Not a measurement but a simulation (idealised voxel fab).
You're looking at the process module voxel trench capacitor.
It is cross-section cut that appears here, measuring 235 nm in width, its square cells being 5 nm in size.
In what follows, cross-sections appear as grids of square cells, described through bands that run from the top down, where every band is one or more rows of cells. The band entry comprises the height of the band's top followed by the height of its bottom, expressed in nm, and subsequently the band's materials from left to right, each stated together with its width in nm. Where a single material is marked with the word "everywhere", that material fills the band from edge to edge. The word "air" represents empty space. All heights in this document are referenced to 0, defined as the level beneath which the wafer, as received, consists entirely of one material. The lowest band is not bounded below; it extends indefinitely downward and is written in the form "0 -> down". A width such as "30 to 40" changes by the same amount from each row of cells to the next, from the band's top row to its bottom row. Key: "no modifications" - step with no changed cell in the cross-section. The list in "Fully closed voids" covers empty spaces of 8 cells or more that cannot reach the top through any open way, and it gives each as width x height at distance; the distance is from the left edge, and width, height and distance are in nm. The remark found on a step's line after its settings is issued by the simulator itself and pertains to that step. Steps that use a mask can have "overlay nm" on their line. It says how far the mask sat to the right of where it was meant to be. Negative means to the left.
## Steps in the process plan
1. RECEIVE, material Si
2. CONFORMAL_DEP, material SiN, thk nm 5
3. MASKED_ETCH, tone open, mask id TRENCH, width nm 25, pitch nm 40, etch materials SiN, depth nm 5, overlay nm 0
4. MASKED_ETCH, tone open, mask id TRENCH, width nm 25, pitch nm 40, etch materials Si, depth nm 35, overlay nm 0
5. CONFORMAL_DEP, material HfO2, thk nm 5
6. CONFORMAL_DEP, material TiN, thk nm 5
7. FILL_DEP, material W, thk nm 10
8. CMP, height nm 5
## The first of two wafers, run as planned
## Incoming wafer in cross-section (state: after step 1)
0 -> down  Si everywhere
Fully closed voids: none
## How the wafer stands in section after step 2
5 -> 0  SiN everywhere
Lower than 0, everything is as it was.
## How the wafer stands in section after step 3
5 -> 0  SiN 65 nm; air 25 nm; SiN 15 nm; air 25 nm; SiN 15 nm; air 25 nm; SiN 65 nm
Lower than 0, everything is as it was.
## How the wafer stands in section after step 4
5 -> 0  SiN 65 nm; air 25 nm; SiN 15 nm; air 25 nm; SiN 15 nm; air 25 nm; SiN 65 nm
0 -> -35  Si 65 nm; air 25 nm; Si 15 nm; air 25 nm; Si 15 nm; air 25 nm; Si 65 nm
Lower than -35, everything is as it was.
## How the wafer stands in section after step 5
10 -> 5  HfO2 70 nm; air 15 nm; HfO2 25 nm; air 15 nm; HfO2 25 nm; air 15 nm; HfO2 70 nm
5 -> 0  SiN 65 nm; HfO2 5 nm; air 15 nm; HfO2 5 nm; SiN 15 nm; HfO2 5 nm; air 15 nm; HfO2 5 nm; SiN 15 nm; HfO2 5 nm; air 15 nm; HfO2 5 nm; SiN 65 nm
0 -> -30  Si 65 nm; HfO2 5 nm; air 15 nm; HfO2 5 nm; Si 15 nm; HfO2 5 nm; air 15 nm; HfO2 5 nm; Si 15 nm; HfO2 5 nm; air 15 nm; HfO2 5 nm; Si 65 nm
-30 -> -35  Si 65 nm; HfO2 25 nm; Si 15 nm; HfO2 25 nm; Si 15 nm; HfO2 25 nm; Si 65 nm
Lower than -35, everything is as it was.
## How the wafer stands in section after step 6
15 -> 10  TiN 75 nm; air 5 nm; TiN 35 nm; air 5 nm; TiN 35 nm; air 5 nm; TiN 75 nm
10 -> 5  HfO2 70 nm; TiN 5 nm; air 5 nm; TiN 5 nm; HfO2 25 nm; TiN 5 nm; air 5 nm; TiN 5 nm; HfO2 25 nm; TiN 5 nm; air 5 nm; TiN 5 nm; HfO2 70 nm
5 -> 0  SiN 65 nm; HfO2 5 nm; TiN 5 nm; air 5 nm; TiN 5 nm; HfO2 5 nm; SiN 15 nm; HfO2 5 nm; TiN 5 nm; air 5 nm; TiN 5 nm; HfO2 5 nm; SiN 15 nm; HfO2 5 nm; TiN 5 nm; air 5 nm; TiN 5 nm; HfO2 5 nm; SiN 65 nm
0 -> -25  Si 65 nm; HfO2 5 nm; TiN 5 nm; air 5 nm; TiN 5 nm; HfO2 5 nm; Si 15 nm; HfO2 5 nm; TiN 5 nm; air 5 nm; TiN 5 nm; HfO2 5 nm; Si 15 nm; HfO2 5 nm; TiN 5 nm; air 5 nm; TiN 5 nm; HfO2 5 nm; Si 65 nm
-25 -> -30  Si 65 nm; HfO2 5 nm; TiN 15 nm; HfO2 5 nm; Si 15 nm; HfO2 5 nm; TiN 15 nm; HfO2 5 nm; Si 15 nm; HfO2 5 nm; TiN 15 nm; HfO2 5 nm; Si 65 nm
Lower than -30, everything is as it was.
## How the wafer stands in section after step 7
25 -> 15  W everywhere
15 -> 10  TiN 75 nm; W 5 nm; TiN 35 nm; W 5 nm; TiN 35 nm; W 5 nm; TiN 75 nm
10 -> 5  HfO2 70 nm; TiN 5 nm; W 5 nm; TiN 5 nm; HfO2 25 nm; TiN 5 nm; W 5 nm; TiN 5 nm; HfO2 25 nm; TiN 5 nm; W 5 nm; TiN 5 nm; HfO2 70 nm
5 -> 0  SiN 65 nm; HfO2 5 nm; TiN 5 nm; W 5 nm; TiN 5 nm; HfO2 5 nm; SiN 15 nm; HfO2 5 nm; TiN 5 nm; W 5 nm; TiN 5 nm; HfO2 5 nm; SiN 15 nm; HfO2 5 nm; TiN 5 nm; W 5 nm; TiN 5 nm; HfO2 5 nm; SiN 65 nm
0 -> -25  Si 65 nm; HfO2 5 nm; TiN 5 nm; W 5 nm; TiN 5 nm; HfO2 5 nm; Si 15 nm; HfO2 5 nm; TiN 5 nm; W 5 nm; TiN 5 nm; HfO2 5 nm; Si 15 nm; HfO2 5 nm; TiN 5 nm; W 5 nm; TiN 5 nm; HfO2 5 nm; Si 65 nm
Lower than -25, everything is as it was.
## How the wafer stands in section after step 8
5 -> 0  SiN 65 nm; HfO2 5 nm; TiN 5 nm; W 5 nm; TiN 5 nm; HfO2 5 nm; SiN 15 nm; HfO2 5 nm; TiN 5 nm; W 5 nm; TiN 5 nm; HfO2 5 nm; SiN 15 nm; HfO2 5 nm; TiN 5 nm; W 5 nm; TiN 5 nm; HfO2 5 nm; SiN 65 nm
Lower than 0, everything is as it was.
## Second Wafer (Identical Start and Plan, One Processing Error; Matches First Wafer Through Step 7)
## Second wafer cross-section, taken as of the time the plan sets for step 8 to be done
-5 -> -25  Si 65 nm; HfO2 5 nm; TiN 5 nm; W 5 nm; TiN 5 nm; HfO2 5 nm; Si 15 nm; HfO2 5 nm; TiN 5 nm; W 5 nm; TiN 5 nm; HfO2 5 nm; Si 15 nm; HfO2 5 nm; TiN 5 nm; W 5 nm; TiN 5 nm; HfO2 5 nm; Si 65 nm
Lower than -25, everything is as it was.
Deviation noted in wafer processing: the process deviated at step 8: the operation and settings actually run there were CMP, height nm -5
Final cells, second wafer relative to first, materials higher or lower: HfO2 -12 | Si -32 | SiN -32 | TiN -12 | W -6
